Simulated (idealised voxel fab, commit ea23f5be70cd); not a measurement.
The name of this process module is voxel ribs on slabs.
Cross-sectional view cut (width: 155 nm; square cell size: 5 nm).
This document writes a cross-section as a grid whose cells are square, and gives it as bands, listed from the top down; one or more rows of cells form a band. Heights first: top, then bottom, in nm. Then materials, left to right, each with a width in nm. "everywhere" on a single material: fills the band edge to edge. "empty": empty space. Heights are measured from 0, the level below which the as-received wafer is all one material; the lowest band has no bottom and continues downward, written as in "0 -> down". A width such as "30->40" changes by the same amount from each row of cells to the next, from the band's top row to its bottom row. The cross-section has no changed cell in any step marked "no change occurred". "Enclosed empty spaces": empty spaces of 8 cells or more with no open way to the top, each given as width x height at distance, distance from the left edge, all in nm. On a step's line, text after the settings is the simulator commenting on that step. Each step line may optionally specify "overlay nm", which for a step with a mask gives the rightward distance between the mask's planned place and where it lay, a negative value indicating the leftward direction.
**Steps planned for the process**
- 1: RECEIVE,material Si
- 2: DIRECTIONAL_DEP,material SiO2,thk nm 20
- 3: DIRECTIONAL_DEP,material polySi,thk nm 25
- 4: PATTERN,tone cover,mask id RIB,material resist,width nm 25,thk nm 15,overlay nm 0
- 5: DIRECTIONAL_ETCH,etch materials polySi,depth nm 5
- 6: STRIP,etch materials resist
- 7: MASKED_ETCH,tone cover,mask id SLAB,width nm 85,etch materials polySi,depth nm 20,overlay nm 0
- 8: FILL_DEP,material SiO2,thk nm 30
- 9: CMP,height nm 65
- 10: DIRECTIONAL_DEP,material TiN,thk nm 10
- 11: DIRECTIONAL_DEP,material aC,thk nm 10
- 12: PATTERN,tone cover,mask id HEATER,material resist,width nm 35,thk nm 30,overlay nm 0
- 13: DIRECTIONAL_ETCH,etch materials aC,depth nm 10
- 14: STRIP,etch materials resist
- 15: DIRECTIONAL_ETCH,etch materials TiN,depth nm 10
- 16: STRIP,etch materials aC
- 17: CONFORMAL_DEP,material SiN,thk nm 10
**Delivered wafer in cross-section: state after step 1**
    0 -> down: Si everywhere
    Enclosed empty spaces: none
**a wafer at the end: this start, this plan, one mistake**
    85 -> 75: 50 empty | 55 SiN | 50 empty
    75 -> 65: 60 SiN | 35 TiN | 60 SiN
    65 -> 45: SiO2 everywhere
    45 -> 40: 65 SiO2 | 25 polySi | 65 SiO2
    40 -> 20: 40 SiO2 | 75 polySi | 40 SiO2
    20 -> 0: SiO2 everywhere
    0 -> down: Si everywhere
    Enclosed empty spaces: none
Deviation noted in wafer processing: step 7 ran differently from the plan; actual operation with settings: MASKED_ETCH,tone cover,mask id SLAB,width nm 75,etch materials polySi,depth nm 20,overlay nm 0
